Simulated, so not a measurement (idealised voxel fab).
process module | voxel self aligned vias
cross-section cut | 155 nm wide | cells 5 nm
A cross-section is a grid of square cells, given in bands from the top down. A band is one or more rows of cells.
Each band's line starts with the height of the band's top and of its bottom, in nm. Then come its materials from left to right, each with its width in nm. One material with "throughout" fills the band from edge to edge. "air" is empty space.
Height 0 is the level under which the wafer as received is all one material. The lowest band goes on downwards, as in "0 down".
A width such as "30 to 40" changes by the same amount from each row of cells to the next, from the band's top row to its bottom row.
"no change" after a step means that no cell of the cross-section changed.
closed voids: empty space of 8 cells or more with no open way to the top, each as width x height at its distance from the left edge, in nm
after a step's settings: what the simulator itself notes on the step
overlay nm, on a step with a mask: how far to the right of its planned place the mask lay; to the left if negative
plan
1 op RECEIVE | material Si
2 op CONFORMAL_DEP | material SiO2 | thk nm 10
3 op CONFORMAL_DEP | material SiCN | thk nm 5
4 op DIRECTIONAL_DEP | material SiO2 | thk nm 20
5 op DIRECTIONAL_DEP | material aC | thk nm 15
6 op PATTERN | tone open | mask id LINES | material resist | width nm 25 | pitch nm 60 | thk nm 35 | overlay nm 0
7 op DIRECTIONAL_ETCH | etch materials aC | depth nm 15
8 op STRIP | etch materials resist
9 op DIRECTIONAL_ETCH | etch materials SiO2 | depth nm 20
10 op STRIP | etch materials aC
11 op CONFORMAL_DEP | material TiN | thk nm 5
12 op FILL_DEP | material W | thk nm 10
13 op CMP | height nm 35
14 op SELECTIVE_ETCH | etch materials W Ru TiN | depth nm 10
15 op FILL_DEP | material SiN | thk nm 10
16 op CMP | height nm 35
17 op DIRECTIONAL_DEP | material SiO2 | thk nm 15
18 op PATTERN | tone open | mask id VIAS | material resist | width nm 35 | pitch nm 60 | thk nm 15 | overlay nm 0
19 op DIRECTIONAL_ETCH | etch materials SiO2 | depth nm 15
20 op DIRECTIONAL_ETCH | etch materials SiN | depth nm 10
21 op STRIP | etch materials resist
22 op CONFORMAL_DEP | material TiN | thk nm 5
23 op FILL_DEP | material W | thk nm 5
24 op CMP | height nm 50
25 op CONFORMAL_DEP | material SiCN | thk nm 5
as received, after step 1
  0 down: Si throughout
  closed voids: none
first wafer at the end, as planned
  55 to 50: SiCN throughout
  50 to 40: SiO2 30 | TiN 5 | W 25 | TiN 5 | SiO2 25 | TiN 5 | W 25 | TiN 5 | SiO2 30
  40 to 30: SiO2 30 to 35 | TiN 10 to 5 | W 15 | TiN 10 to 5 | SiO2 25 to 35 | TiN 10 to 5 | W 15 | TiN 10 to 5 | SiO2 30 to 35
  30 to 25: SiO2 35 | TiN 25 | SiO2 35 | TiN 25 | SiO2 35
  25 to 20: SiO2 35 | TiN 5 | W 15 | TiN 5 | SiO2 35 | TiN 5 | W 15 | TiN 5 | SiO2 35
  20 to 15: SiO2 35 | TiN 25 | SiO2 35 | TiN 25 | SiO2 35
  15 to 10: SiCN throughout
  10 to 0: SiO2 throughout
  0 down: Si throughout
  closed voids: none
second wafer at the end: like start, like plan, one mistake
  55 to 50: SiCN throughout
  50 to 40: SiO2 30 | TiN 5 | W 25 | TiN 5 | SiO2 25 | TiN 5 | W 25 | TiN 5 | SiO2 30
  40 to 35: SiO2 30 | TiN 35 | SiO2 25 | TiN 35 | SiO2 30
  35 to 25: SiN 30 | TiN 5 | SiO2 25 | TiN 5 | SiN 25 | TiN 5 | SiO2 25 | TiN 5 | SiN 30
  25 to 20: W 30 | TiN 5 | SiO2 25 | TiN 5 | W 25 | TiN 5 | SiO2 25 | TiN 5 | W 30
  20 to 15: TiN 35 | SiO2 25 | TiN 35 | SiO2 25 | TiN 35
  15 to 10: SiCN throughout
  10 to 0: SiO2 throughout
  0 down: Si throughout
  closed voids: none
what went wrong: step 6 ran as: op PATTERN | tone cover | mask id LINES | material resist | width nm 25 | pitch nm 60 | thk nm 35 | overlay nm 0
at the end the second wafer has, in cells: 34 more of SiN | 44 fewer of SiO2 | 11 more of TiN | 1 fewer of W
